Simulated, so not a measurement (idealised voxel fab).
A process module follows: voxel spacer lines.
This is section cut - it's 300 nm across, gridded in 5 nm square cells.
If you're reading a cross-section in this doc, picture square cells in a grid; it comes to you as bands, top ones listed first down to the bottom, and a band can be one or more rows of cells.
Heights first: top, then bottom, in nm. Then materials, left to right, each with a width in nm. "full width" on a single material: fills the band edge to edge. "air": empty space.
Heads up on the height convention: 0 is the point under which the incoming wafer is all one material, and the lowest band has no bottom, it just keeps going down, like "0 and below".
The expression "30 to 40" gives the width at the extremes of the band, the first number at its top row of cells and the second at its bottom row, with the width changing by equal amounts from each row to the next in between.
Key: "no modification" - step with no changed cell in the cross-section.
Any empty space of 8 cells or more lacking an open way to the top shows up in "Sealed-off cavities" as width x height at distance, distance from the left edge, in nm.
The remark found on a step's line after its settings is issued by the simulator itself and pertains to that step.
overlay nm, on a step with a mask: how far to the right of its planned place the mask lay; to the left if negative

These are the steps we planned for the process
1 RECEIVE: material Si
2 CONFORMAL_DEP: material Al2O3, thk nm 10
3 DIRECTIONAL_DEP: material polySi, thk nm 15
4 DIRECTIONAL_DEP: material aC, thk nm 30
5 PATTERN: tone cover, mask id MANDREL, material resist, width nm 15, pitch nm 50, thk nm 40, overlay nm 0
6 DIRECTIONAL_ETCH: etch materials aC, depth nm 30
7 STRIP: etch materials resist
8 CONFORMAL_DEP: material SiO2, thk nm 10
9 DIRECTIONAL_ETCH: etch materials SiO2, depth nm 10
10 STRIP: etch materials aC
11 DIRECTIONAL_ETCH: etch materials polySi, depth nm 15
12 STRIP: etch materials SiO2

As-received wafer cross-section (after step 1)
	0 and below: Si full width
	Sealed-off cavities: none

Looking at the first of two wafers in cross-section at end of module - ran to plan
	25 down to 10: air: 105, then polySi: 10, then air: 15, then polySi: 10, then air: 15, then polySi: 10, then air: 15, then polySi: 10, then air: 110
	10 down to 0: Al2O3 full width
	0 and below: Si full width
	Sealed-off cavities: none

Same start, same plan as the first wafer - but one mistake in the run. Cross-section of the second of the two at the end of the module
	40 down to 10: aC full width
	10 down to 0: Al2O3 full width
	0 and below: Si full width
	Sealed-off cavities: none
Finding, execution versus plan: steps 3 and 4: order swapped relative to plan
Counted in cells at the end, the second wafer holds more or fewer of these materials than the first: +360 aC, -24 polySi
